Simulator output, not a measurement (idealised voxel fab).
Process module in this document: voxel double patterning
Cross-sectional view cut (width: 265 nm; square cell size: 5 nm).
A cross-section is written here as square cells arranged in a grid, and it is given in bands from the top down, each band taking up one or more rows of cells. Top, bottom (nm), then materials left to right with widths (nm); lone material tagged "edge to edge" fills the whole band edge to edge; "empty" = empty space. Beneath 0, the wafer as received is one material, and that level is where height counting begins. The lowest band goes on downward without a bottom; it is written like "0 and below". Width "30->40": first value at the band's top row of cells, second value at its bottom row, equal change from row to row. Given "left unchanged" for a step, no cell of the cross-section differs between before and after that step. "Cavities, closed" means: voids of 8 cells or more that are shut off from the top with no open way through. Written width x height at distance, distance from the left edge, in nm. Whatever follows a step's settings on its line is a remark the simulator itself makes about that step. The setting "overlay nm" may be written on the line of a step. When the step uses a mask, the value reports how far to the right of the planned place the mask lay, and a negative value reports that it lay to the left.
# Steps in the process plan
1,RECEIVE with material Si
2,CONFORMAL_DEP with material SiO2, thk nm 10
3,DIRECTIONAL_DEP with material W, thk nm 15
4,DIRECTIONAL_DEP with material SiCN, thk nm 5
5,MASKED_ETCH with tone open, mask id FIRST, width nm 15, pitch nm 50, etch materials SiCN, depth nm 10, overlay nm 0
6,PATTERN with tone open, mask id SECOND, material resist, width nm 15, thk nm 15, overlay nm 0
7,DIRECTIONAL_ETCH with etch materials SiCN, depth nm 10
8,STRIP with etch materials resist
9,DIRECTIONAL_ETCH with etch materials W, depth nm 15
10,STRIP with etch materials SiCN
For this document, wafers share an identical start and vary in the step 4 thk nm; the plan quotes the first wafer's value.
# Cut through the first of several wafers as received, post step 1
	0 and below  Si edge to edge
	Cavities, closed: none
# Table: wafers, a row each; end-of-module cell change per material since receipt, gain (+), loss (-); then closed voids
thk nm 5, +106 SiO2, +132 W, Cavities, closed: none
thk nm 10, +106 SiO2, +132 W, Cavities, closed: none
thk nm 15, +106 SiO2, +159 W, Cavities, closed: none
thk nm 20, +106 SiO2, +159 W, Cavities, closed: none
thk nm 25, +106 SiO2, +159 W, Cavities, closed: none
